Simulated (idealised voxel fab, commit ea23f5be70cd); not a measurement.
Documented hereafter: the process module known as voxel self aligned contacts.
cross-section cut | 265 nm wide | cells 5 nm
Cross-section spec: square-cell grid; bands listed top down; each band is one or more rows. Heights first: top, then bottom, in nm. Then materials, left to right, each with a width in nm. "full width" on a single material: fills the band edge to edge. "empty": empty space. The level at which height equals 0 is the one under which the wafer, as it arrives, is entirely one material. No lower edge exists for the bottom band, which continues downward and is notated as in "0 nm and below". Think of "30..40" as a width that walks from the first number to the second as you go down the band, top row to bottom row, taking equal-sized steps from row to row. "remained unchanged" for a step: no cell of the cross-section changed in that step. Closed empty spaces (no open way to the top) of 8 cells or more are what "Closed void listing" lists, each as width x height at distance from the left edge, nm for all three. after a step's settings: what the simulator itself notes on the step. "overlay nm" on a masked step: distance the mask lay right of its planned place, negative for left.

Steps planned for the process:
| 1 | RECEIVE: material Si |
| 2 | CONFORMAL_DEP: material SiO2, thk nm 5 |
| 3 | DIRECTIONAL_DEP: material polySi, thk nm 30 |
| 4 | DIRECTIONAL_DEP: material SiN, thk nm 15 |
| 5 | DIRECTIONAL_DEP: material aC, thk nm 15 |
| 6 | PATTERN: tone cover, mask id GATE, material resist, width nm 25, pitch nm 50, thk nm 30, overlay nm -15 |
| 7 | DIRECTIONAL_ETCH: etch materials aC, depth nm 15 |
| 8 | STRIP: etch materials resist |
| 9 | DIRECTIONAL_ETCH: etch materials SiN, depth nm 15 |
| 10 | DIRECTIONAL_ETCH: etch materials polySi, depth nm 30 |
| 11 | STRIP: etch materials aC |
| 12 | CONFORMAL_DEP: material SiN, thk nm 5 |
| 13 | DIRECTIONAL_ETCH: etch materials SiN, depth nm 5 |
| 14 | FILL_DEP: material SiO2, thk nm 15 |
| 15 | CMP: height nm 55 |
| 16 | DIRECTIONAL_DEP: material aC, thk nm 10 |
| 17 | PATTERN: tone open, mask id CONTACT, material resist, width nm 35, thk nm 30, overlay nm 0 |
| 18 | DIRECTIONAL_ETCH: etch materials aC, depth nm 10 |
| 19 | STRIP: etch materials resist |
| 20 | DIRECTIONAL_ETCH: etch materials SiO2, depth nm 55 |
| 21 | STRIP: etch materials aC |
| 22 | CONFORMAL_DEP: material TiN, thk nm 5 |
| 23 | FILL_DEP: material W, thk nm 5 |
| 24 | CMP: height nm 55 |
| 25 | CONFORMAL_DEP: material SiN, thk nm 5 |
Variable across wafers: step 6 overlay nm (plan value is that of the first wafer; starting state common to all).

Cross-section: the first of several wafers in its as-received state, i.e. following step 1:
0 nm and below: Si full width
Closed void listing: none

Wafer cross-section (first of several) - module end, post step 25 (last step):
60 nm to 55 nm: SiN full width
55 nm to 50 nm: SiO2 115 nm; TiN 35 nm; SiO2 115 nm
50 nm to 35 nm: SiO2 75 nm; SiN 35 nm; SiO2 5 nm; TiN 10 nm; SiN 35 nm; SiO2 105 nm
35 nm to 5 nm: SiO2 75 nm; SiN 5 nm; polySi 25 nm; SiN 5 nm; SiO2 5 nm; TiN 10 nm; SiN 5 nm; polySi 25 nm; SiN 5 nm; SiO2 105 nm
5 nm to 0 nm: SiO2 115 nm; TiN 10 nm; SiO2 140 nm
0 nm and below: Si full width
Closed void listing: none

A cross-section through the last wafer at the close of the module:
60 nm to 55 nm: SiN full width
55 nm to 50 nm: SiO2 115 nm; TiN 35 nm; SiO2 115 nm
50 nm to 35 nm: SiO2 105 nm; SiN 35 nm; TiN 10 nm; SiO2 5 nm; SiN 35 nm; SiO2 75 nm
35 nm to 5 nm: SiO2 105 nm; SiN 5 nm; polySi 25 nm; SiN 5 nm; TiN 10 nm; SiO2 5 nm; SiN 5 nm; polySi 25 nm; SiN 5 nm; SiO2 75 nm
5 nm to 0 nm: SiO2 140 nm; TiN 10 nm; SiO2 115 nm
0 nm and below: Si full width
Closed void listing: none

Quick key for the table: a row per wafer, taken at the end of the module. For each material it tells you how many cells the wafer gained (+) or lost (-) since it came in, and the closed voids come after:
overlay nm -15; +119 SiN; +430 SiO2; +27 TiN; +60 polySi; Closed void listing: none
overlay nm -10; +119 SiN; +420 SiO2; +27 TiN; +10 W; +60 polySi; Closed void listing: none
overlay nm -5; +119 SiN; +420 SiO2; +27 TiN; +10 W; +60 polySi; Closed void listing: none
overlay nm 0; +119 SiN; +420 SiO2; +27 TiN; +10 W; +60 polySi; Closed void listing: none
overlay nm 5; +119 SiN; +420 SiO2; +27 TiN; +10 W; +60 polySi; Closed void listing: none
overlay nm 10; +119 SiN; +420 SiO2; +27 TiN; +10 W; +60 polySi; Closed void listing: none
overlay nm 15; +119 SiN; +430 SiO2; +27 TiN; +60 polySi; Closed void listing: none
